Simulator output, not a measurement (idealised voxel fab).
The name of this process module is voxel self aligned vias.
In the cross-section labelled cut, the width is 290 nm and each square cell is 5 nm.
Format of a cross-section: grid, square cells. Given as bands. Order: top down. Band: one or more rows of cells. Top height, bottom height, nm. Materials left to right, width each, nm. Single material + "full width" = fills band edge to edge. "blank" = empty. A quick word on heights: they are counted from 0, and under that level the wafer as it came to us is one material throughout. The lowest band is different from the rest in having no bottom; it simply continues downward, written as in "from 0 down". It should be noted that a width expressed as "30 to 40" varies in equal increments from row to row of cells within the band, taking the value of the first number at the top row and that of the second number at the bottom row. "stayed the same" -> step changed no cross-section cell. The entry titled "Enclosed void listing" provides the empty spaces that have no open way to the top, restricted to those of 8 cells or more. Each is presented as width x height at distance, the distance being measured from the left edge, with all three in nm. What comes after the settings on a step's line is commentary from the simulator itself on that step. You can add "overlay nm" to a step's line. For a step with a mask, it describes how far the mask lay to the right of its planned position, and a negative number describes a lay to the left.

Here's what the planned process steps look like
- 1: RECEIVE [material Si]
- 2: CONFORMAL_DEP [material SiO2] [thk nm 15]
- 3: CONFORMAL_DEP [material SiCN] [thk nm 5]
- 4: DIRECTIONAL_DEP [material SiO2] [thk nm 30]
- 5: DIRECTIONAL_DEP [material aC] [thk nm 15]
- 6: PATTERN [tone open] [mask id LINES] [material resist] [width nm 30] [pitch nm 70] [thk nm 30] [overlay nm 0]
- 7: DIRECTIONAL_ETCH [etch materials aC] [depth nm 15]
- 8: STRIP [etch materials resist]
- 9: DIRECTIONAL_ETCH [etch materials SiO2] [depth nm 30]
- 10: STRIP [etch materials aC]
- 11: CONFORMAL_DEP [material TiN] [thk nm 5]
- 12: FILL_DEP [material W] [thk nm 10]
- 13: CMP [height nm 50]
- 14: SELECTIVE_ETCH [etch materials W Ru TiN] [depth nm 10]
- 15: FILL_DEP [material SiN] [thk nm 5]
- 16: CMP [height nm 50]
- 17: DIRECTIONAL_DEP [material SiO2] [thk nm 15]
- 18: DIRECTIONAL_DEP [material aC] [thk nm 15]
- 19: PATTERN [tone open] [mask id VIAS] [material resist] [width nm 50] [pitch nm 70] [thk nm 30] [overlay nm 0]
- 20: DIRECTIONAL_ETCH [etch materials aC] [depth nm 15]
- 21: STRIP [etch materials resist]
- 22: DIRECTIONAL_ETCH [etch materials SiO2] [depth nm 15]
- 23: DIRECTIONAL_ETCH [etch materials SiN] [depth nm 10]
- 24: STRIP [etch materials aC]
- 25: CONFORMAL_DEP [material TiN] [thk nm 5]
- 26: FILL_DEP [material W] [thk nm 5]
- 27: CMP [height nm 65]
- 28: CONFORMAL_DEP [material SiCN] [thk nm 5]

Cross-section of the wafer as it came to us, i.e., already through step 1
from 0 down = Si full width
Enclosed void listing: none

As-planned run: cross-section of the first of two wafers at end of module
from 70 to 65 = SiCN full width
from 65 to 55 = SiO2: 85 | TiN: 5 | W: 40 | TiN: 5 | SiO2: 20 | TiN: 5 | W: 40 | TiN: 5 | SiO2: 85
from 55 to 45 = SiO2: 85 to 95 | TiN: 15 to 5 | W: 20 | TiN: 15 to 5 | SiO2: 20 to 40 | TiN: 15 to 5 | W: 20 | TiN: 15 to 5 | SiO2: 85 to 95
from 45 to 40 = SiO2: 95 | TiN: 30 | SiO2: 40 | TiN: 30 | SiO2: 95
from 40 to 25 = SiO2: 95 | TiN: 5 | W: 20 | TiN: 5 | SiO2: 40 | TiN: 5 | W: 20 | TiN: 5 | SiO2: 95
from 25 to 20 = SiO2: 95 | TiN: 30 | SiO2: 40 | TiN: 30 | SiO2: 95
from 20 to 15 = SiCN full width
from 15 to 0 = SiO2 full width
from 0 down = Si full width
Enclosed void listing: none

Second wafer of the two, sectioned at the end of the module. It began like the first and followed the same plan, but one mistake was made while running it
from 70 to 65 = SiCN full width
from 65 to 55 = SiO2: 85 | TiN: 5 | W: 40 | TiN: 5 | SiO2: 20 | TiN: 5 | W: 40 | TiN: 5 | SiO2: 85
from 55 to 45 = SiO2: 85 to 95 | TiN: 15 to 5 | W: 20 | TiN: 15 to 5 | SiO2: 20 to 40 | TiN: 15 to 5 | W: 20 | TiN: 15 to 5 | SiO2: 85 to 95
from 45 to 40 = SiO2: 95 | TiN: 30 | SiO2: 40 | TiN: 30 | SiO2: 95
from 40 to 35 = SiO2: 95 | SiN: 30 | SiO2: 40 | SiN: 30 | SiO2: 95
from 35 to 25 = SiO2: 95 | TiN: 5 | W: 20 | TiN: 5 | SiO2: 40 | TiN: 5 | W: 20 | TiN: 5 | SiO2: 95
from 25 to 20 = SiO2: 95 | TiN: 30 | SiO2: 40 | TiN: 30 | SiO2: 95
from 20 to 15 = SiCN full width
from 15 to 0 = SiO2 full width
from 0 down = Si full width
Enclosed void listing: none
Nonconformance to the process plan: step 14, actual vs plan mismatch, actual run SELECTIVE_ETCH [etch materials W Ru TiN] [depth nm 15]
Final comparison by cell count, materials where the second wafer has more or fewer than the first: SiN: 12 more, TiN: 4 fewer, W: 8 fewer
